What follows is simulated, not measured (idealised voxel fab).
The following process module bears the name voxel wiring stack.
The figure presents cross-section cut, which has a width of 165 nm and is divided into square cells with an edge length of 5 nm.
Heads up, the way a cross-section reads in here is a grid of square cells, handed over as bands from the top down, with every band being one or more rows of cells. This entry defines a band. It first specifies the height of the band's top and the height of its bottom in nm, and then specifies the band's materials from left to right, stating each material with its width in nm. The word "full width" identifies a single material that fills the band from edge to edge, while the word "air" identifies empty space. Heights are measured from 0, the level below which the as-received wafer is all one material; the lowest band has no bottom and continues downward, written as in "0 and below". The width entry "30->40" should be interpreted row by row: the top row of cells in the band takes the first number, the bottom row takes the second number, and the change between adjacent rows is uniform throughout. Step note "same as before" = no cross-section cell changed. The label "Unvented cavities" introduces a list of the empty spaces, 8 cells or larger, that have no open way up to the top; each entry in it reads width x height at distance, where the distance is taken from the left edge and all three are stated in nm. Post-settings text on a step line: simulator's own remark regarding the step. The setting "overlay nm" may be written on the line of a step. When the step uses a mask, the value reports how far to the right of the planned place the mask lay, and a negative value reports that it lay to the left.
Planned step list for the process
1. RECEIVE (material Si)
2. CONFORMAL_DEP (material SiO2; thk nm 10)
3. DIRECTIONAL_DEP (material TiN; thk nm 5)
4. DIRECTIONAL_DEP (material W; thk nm 25)
5. DIRECTIONAL_DEP (material aC; thk nm 10)
6. PATTERN (tone cover; mask id METAL_1; material resist; width nm 20; pitch nm 35; thk nm 25; overlay nm 0)
7. DIRECTIONAL_ETCH (etch materials aC; depth nm 10)
8. STRIP (etch materials resist)
9. DIRECTIONAL_ETCH (etch materials W; depth nm 25)
10. DIRECTIONAL_ETCH (etch materials TiN; depth nm 5)
11. STRIP (etch materials aC)
12. CONFORMAL_DEP (material SiN; thk nm 5)
13. FILL_DEP (material lowk; thk nm 10)
14. CMP (height nm 40)
15. CONFORMAL_DEP (material SiCN; thk nm 5)
16. DIRECTIONAL_DEP (material SiO2; thk nm 15)
17. PATTERN (tone open; mask id PLUG_1; material resist; width nm 15; pitch nm 70; thk nm 15; overlay nm 0)
18. DIRECTIONAL_ETCH (etch materials SiO2; depth nm 15)
19. DIRECTIONAL_ETCH (etch materials SiCN; depth nm 5)
20. STRIP (etch materials resist)
21. CONFORMAL_DEP (material TiN; thk nm 5)
22. FILL_DEP (material Cu; thk nm 5)
23. CMP (height nm 60)
24. DIRECTIONAL_DEP (material TiN; thk nm 5)
25. DIRECTIONAL_DEP (material Ru; thk nm 25)
26. PATTERN (tone cover; mask id METAL_2; material resist; width nm 20; pitch nm 35; thk nm 20; overlay nm 0)
27. DIRECTIONAL_ETCH (etch materials Ru; depth nm 25)
28. DIRECTIONAL_ETCH (etch materials TiN; depth nm 5)
29. STRIP (etch materials resist)
30. FILL_DEP (material SiO2; thk nm 5)
31. CMP (height nm 90)
32. CONFORMAL_DEP (material SiN; thk nm 5)
The first of two wafers, run as planned
Shown in cross-section is the wafer as received, that is, as it stands after step 1
> 0 and below: Si full width
> Unvented cavities: none
Step 2 complete: cross-section through the wafer
> 10 down to 0: SiO2 full width
> At heights below 0, the structure remains unaltered.
Step 3 complete: cross-section through the wafer
> 15 down to 10: TiN full width
> At heights below 10, the structure remains unaltered.
Step 4 complete: cross-section through the wafer
> 40 down to 15: W full width
> At heights below 15, the structure remains unaltered.
Step 5 complete: cross-section through the wafer
> 50 down to 40: aC full width
> At heights below 40, the structure remains unaltered.
Step 6 complete: cross-section through the wafer
> 75 down to 50: 20 air  20 resist  15 air  20 resist  15 air  20 resist  15 air  20 resist  20 air
> At heights below 50, the structure remains unaltered.
Step 7 complete: cross-section through the wafer
> 65 down to 50: 20 air  20 resist  15 air  20 resist  15 air  20 resist  15 air  20 resist  20 air
> 50 down to 40: 20 air  20 aC  15 air  20 aC  15 air  20 aC  15 air  20 aC  20 air
> At heights below 40, the structure remains unaltered.
Step 8 complete: cross-section through the wafer
> 50 down to 40: 20 air  20 aC  15 air  20 aC  15 air  20 aC  15 air  20 aC  20 air
> At heights below 40, the structure remains unaltered.
Step 9 complete: cross-section through the wafer
> 50 down to 40: 20 air  20 aC  15 air  20 aC  15 air  20 aC  15 air  20 aC  20 air
> 40 down to 15: 20 air  20 W  15 air  20 W  15 air  20 W  15 air  20 W  20 air
> At heights below 15, the structure remains unaltered.
Step 10 complete: cross-section through the wafer
> 50 down to 40: 20 air  20 aC  15 air  20 aC  15 air  20 aC  15 air  20 aC  20 air
> 40 down to 15: 20 air  20 W  15 air  20 W  15 air  20 W  15 air  20 W  20 air
> 15 down to 10: 20 air  20 TiN  15 air  20 TiN  15 air  20 TiN  15 air  20 TiN  20 air
> At heights below 10, the structure remains unaltered.
Step 11 complete: cross-section through the wafer
> 40 down to 15: 20 air  20 W  15 air  20 W  15 air  20 W  15 air  20 W  20 air
> At heights below 15, the structure remains unaltered.
Step 12 complete: cross-section through the wafer
> 45 down to 40: 15 air  30 SiN  5 air  30 SiN  5 air  30 SiN  5 air  30 SiN  15 air
> 40 down to 15: 15 air  5 SiN  20 W  5 SiN  5 air  5 SiN  20 W  5 SiN  5 air  5 SiN  20 W  5 SiN  5 air  5 SiN  20 W  5 SiN  15 air
> 15 down to 10: 20 SiN  20 TiN  15 SiN  20 TiN  15 SiN  20 TiN  15 SiN  20 TiN  20 SiN
> At heights below 10, the structure remains unaltered.
Step 13 complete: cross-section through the wafer
> 55 down to 45: lowk full width
> 45 down to 40: 15 lowk  30 SiN  5 lowk  30 SiN  5 lowk  30 SiN  5 lowk  30 SiN  15 lowk
> 40 down to 15: 15 lowk  5 SiN  20 W  5 SiN  5 lowk  5 SiN  20 W  5 SiN  5 lowk  5 SiN  20 W  5 SiN  5 lowk  5 SiN  20 W  5 SiN  15 lowk
> At heights below 15, the structure remains unaltered.
Step 14 complete: cross-section through the wafer
> 40 down to 15: 15 lowk  5 SiN  20 W  5 SiN  5 lowk  5 SiN  20 W  5 SiN  5 lowk  5 SiN  20 W  5 SiN  5 lowk  5 SiN  20 W  5 SiN  15 lowk
> At heights below 15, the structure remains unaltered.
Step 15 complete: cross-section through the wafer
> 45 down to 40: SiCN full width
> At heights below 40, the structure remains unaltered.
Step 16 complete: cross-section through the wafer
> 60 down to 45: SiO2 full width
> At heights below 45, the structure remains unaltered.
Step 17 complete: cross-section through the wafer
> 75 down to 60: 20 resist  15 air  55 resist  15 air  60 resist
> At heights below 60, the structure remains unaltered.
Step 18 complete: cross-section through the wafer
> 75 down to 60: 20 resist  15 air  55 resist  15 air  60 resist
> 60 down to 45: 20 SiO2  15 air  55 SiO2  15 air  60 SiO2
> At heights below 45, the structure remains unaltered.
Step 19 complete: cross-section through the wafer
> 75 down to 60: 20 resist  15 air  55 resist  15 air  60 resist
> 60 down to 45: 20 SiO2  15 air  55 SiO2  15 air  60 SiO2
> 45 down to 40: 20 SiCN  15 air  55 SiCN  15 air  60 SiCN
> At heights below 40, the structure remains unaltered.
Step 20 complete: cross-section through the wafer
> 60 down to 45: 20 SiO2  15 air  55 SiO2  15 air  60 SiO2
> At heights below 45, the structure remains unaltered.
Step 21 complete: cross-section through the wafer
> 65 down to 60: 25 TiN  5 air  65 TiN  5 air  65 TiN
> 60 down to 45: 20 SiO2  5 TiN  5 air  5 TiN  55 SiO2  5 TiN  5 air  5 TiN  60 SiO2
> 45 down to 40: 20 SiCN  15 TiN  55 SiCN  15 TiN  60 SiCN
> At heights below 40, the structure remains unaltered.
Step 22 complete: cross-section through the wafer
> 70 down to 65: Cu full width
> 65 down to 60: 25 TiN  5 Cu  65 TiN  5 Cu  65 TiN
> 60 down to 45: 20 SiO2  5 TiN  5 Cu  5 TiN  55 SiO2  5 TiN  5 Cu  5 TiN  60 SiO2
> At heights below 45, the structure remains unaltered.
Step 23 complete: cross-section through the wafer
> 60 down to 45: 20 SiO2  5 TiN  5 Cu  5 TiN  55 SiO2  5 TiN  5 Cu  5 TiN  60 SiO2
> At heights below 45, the structure remains unaltered.
Step 24 complete: cross-section through the wafer
> 65 down to 60: TiN full width
> At heights below 60, the structure remains unaltered.
Step 25 complete: cross-section through the wafer
> 90 down to 65: Ru full width
> At heights below 65, the structure remains unaltered.
Step 26 complete: cross-section through the wafer
> 110 down to 90: 20 air  20 resist  15 air  20 resist  15 air  20 resist  15 air  20 resist  20 air
> At heights below 90, the structure remains unaltered.
Step 27 complete: cross-section through the wafer
> 110 down to 90: 20 air  20 resist  15 air  20 resist  15 air  20 resist  15 air  20 resist  20 air
> 90 down to 65: 20 air  20 Ru  15 air  20 Ru  15 air  20 Ru  15 air  20 Ru  20 air
> At heights below 65, the structure remains unaltered.
Step 28 complete: cross-section through the wafer
> 110 down to 90: 20 air  20 resist  15 air  20 resist  15 air  20 resist  15 air  20 resist  20 air
> 90 down to 65: 20 air  20 Ru  15 air  20 Ru  15 air  20 Ru  15 air  20 Ru  20 air
> 65 down to 60: 20 air  20 TiN  15 air  20 TiN  15 air  20 TiN  15 air  20 TiN  20 air
> At heights below 60, the structure remains unaltered.
Step 29 complete: cross-section through the wafer
> 90 down to 65: 20 air  20 Ru  15 air  20 Ru  15 air  20 Ru  15 air  20 Ru  20 air
> At heights below 65, the structure remains unaltered.
Step 30 complete: cross-section through the wafer
> 95 down to 90: SiO2 full width
> 90 down to 65: 20 SiO2  20 Ru  15 SiO2  20 Ru  15 SiO2  20 Ru  15 SiO2  20 Ru  20 SiO2
> 65 down to 60: 20 SiO2  20 TiN  15 SiO2  20 TiN  15 SiO2  20 TiN  15 SiO2  20 TiN  20 SiO2
> At heights below 60, the structure remains unaltered.
Step 31 complete: cross-section through the wafer
> 90 down to 65: 20 SiO2  20 Ru  15 SiO2  20 Ru  15 SiO2  20 Ru  15 SiO2  20 Ru  20 SiO2
> At heights below 65, the structure remains unaltered.
Step 32 complete: cross-section through the wafer
> 95 down to 90: SiN full width
> At heights below 90, the structure remains unaltered.
Companion wafer, the second of two: same beginning, same intended sequence, one mistake in carrying it out; through step 16 inclusive it tracks the first exactly
Second wafer: cross-section at the scheduled end of step 17
> 75 down to 60: 20 resist  20 air  50 resist  20 air  55 resist
> At heights below 60, the structure remains unaltered.
Second wafer: cross-section at the scheduled end of step 18
> 75 down to 60: 20 resist  20 air  50 resist  20 air  55 resist
> 60 down to 45: 20 SiO2  20 air  50 SiO2  20 air  55 SiO2
> At heights below 45, the structure remains unaltered.
Second wafer: cross-section at the scheduled end of step 19
> 75 down to 60: 20 resist  20 air  50 resist  20 air  55 resist
> 60 down to 45: 20 SiO2  20 air  50 SiO2  20 air  55 SiO2
> 45 down to 40: 20 SiCN  20 air  50 SiCN  20 air  55 SiCN
> At heights below 40, the structure remains unaltered.
Second wafer: cross-section at the scheduled end of step 20
> 60 down to 45: 20 SiO2  20 air  50 SiO2  20 air  55 SiO2
> At heights below 45, the structure remains unaltered.
Second wafer: cross-section at the scheduled end of step 21
> 65 down to 60: 25 TiN  10 air  60 TiN  10 air  60 TiN
> 60 down to 45: 20 SiO2  5 TiN  10 air  5 TiN  50 SiO2  5 TiN  10 air  5 TiN  55 SiO2
> 45 down to 40: 20 SiCN  20 TiN  50 SiCN  20 TiN  55 SiCN
> At heights below 40, the structure remains unaltered.
Second wafer: cross-section at the scheduled end of step 22
> 70 down to 65: Cu full width
> 65 down to 60: 25 TiN  10 Cu  60 TiN  10 Cu  60 TiN
> 60 down to 45: 20 SiO2  5 TiN  10 Cu  5 TiN  50 SiO2  5 TiN  10 Cu  5 TiN  55 SiO2
> At heights below 45, the structure remains unaltered.
Second wafer: cross-section at the scheduled end of step 23
> 60 down to 45: 20 SiO2  5 TiN  10 Cu  5 TiN  50 SiO2  5 TiN  10 Cu  5 TiN  55 SiO2
> At heights below 45, the structure remains unaltered.
Second wafer: cross-section at the scheduled end of step 24
> 65 down to 60: TiN full width
> At heights below 60, the structure remains unaltered.
Second wafer: cross-section at the scheduled end of step 25
> 90 down to 65: Ru full width
> At heights below 65, the structure remains unaltered.
Second wafer: cross-section at the scheduled end of step 26
> 110 down to 90: 20 air  20 resist  15 air  20 resist  15 air  20 resist  15 air  20 resist  20 air
> At heights below 90, the structure remains unaltered.
Second wafer: cross-section at the scheduled end of step 27
> 110 down to 90: 20 air  20 resist  15 air  20 resist  15 air  20 resist  15 air  20 resist  20 air
> 90 down to 65: 20 air  20 Ru  15 air  20 Ru  15 air  20 Ru  15 air  20 Ru  20 air
> At heights below 65, the structure remains unaltered.
Second wafer: cross-section at the scheduled end of step 28
> 110 down to 90: 20 air  20 resist  15 air  20 resist  15 air  20 resist  15 air  20 resist  20 air
> 90 down to 65: 20 air  20 Ru  15 air  20 Ru  15 air  20 Ru  15 air  20 Ru  20 air
> 65 down to 60: 20 air  20 TiN  15 air  20 TiN  15 air  20 TiN  15 air  20 TiN  20 air
> At heights below 60, the structure remains unaltered.
Second wafer: cross-section at the scheduled end of step 29
> 90 down to 65: 20 air  20 Ru  15 air  20 Ru  15 air  20 Ru  15 air  20 Ru  20 air
> At heights below 65, the structure remains unaltered.
Second wafer: cross-section at the scheduled end of step 30
> 95 down to 90: SiO2 full width
> 90 down to 65: 20 SiO2  20 Ru  15 SiO2  20 Ru  15 SiO2  20 Ru  15 SiO2  20 Ru  20 SiO2
> 65 down to 60: 20 SiO2  20 TiN  15 SiO2  20 TiN  15 SiO2  20 TiN  15 SiO2  20 TiN  20 SiO2
> At heights below 60, the structure remains unaltered.
Second wafer: cross-section at the scheduled end of step 31
> 90 down to 65: 20 SiO2  20 Ru  15 SiO2  20 Ru  15 SiO2  20 Ru  15 SiO2  20 Ru  20 SiO2
> At heights below 65, the structure remains unaltered.
Second wafer: cross-section at the scheduled end of step 32
> 95 down to 90: SiN full width
> At heights below 90, the structure remains unaltered.
Error vs. plan: step 17 ran as: PATTERN (tone open; mask id PLUG_1; material resist; width nm 20; pitch nm 70; thk nm 15; overlay nm 0)
Final comparison by cell count, materials where the second wafer has more or fewer than the first: 6 more of Cu | 2 fewer of SiCN | 6 fewer of SiO2 | 2 more of TiN
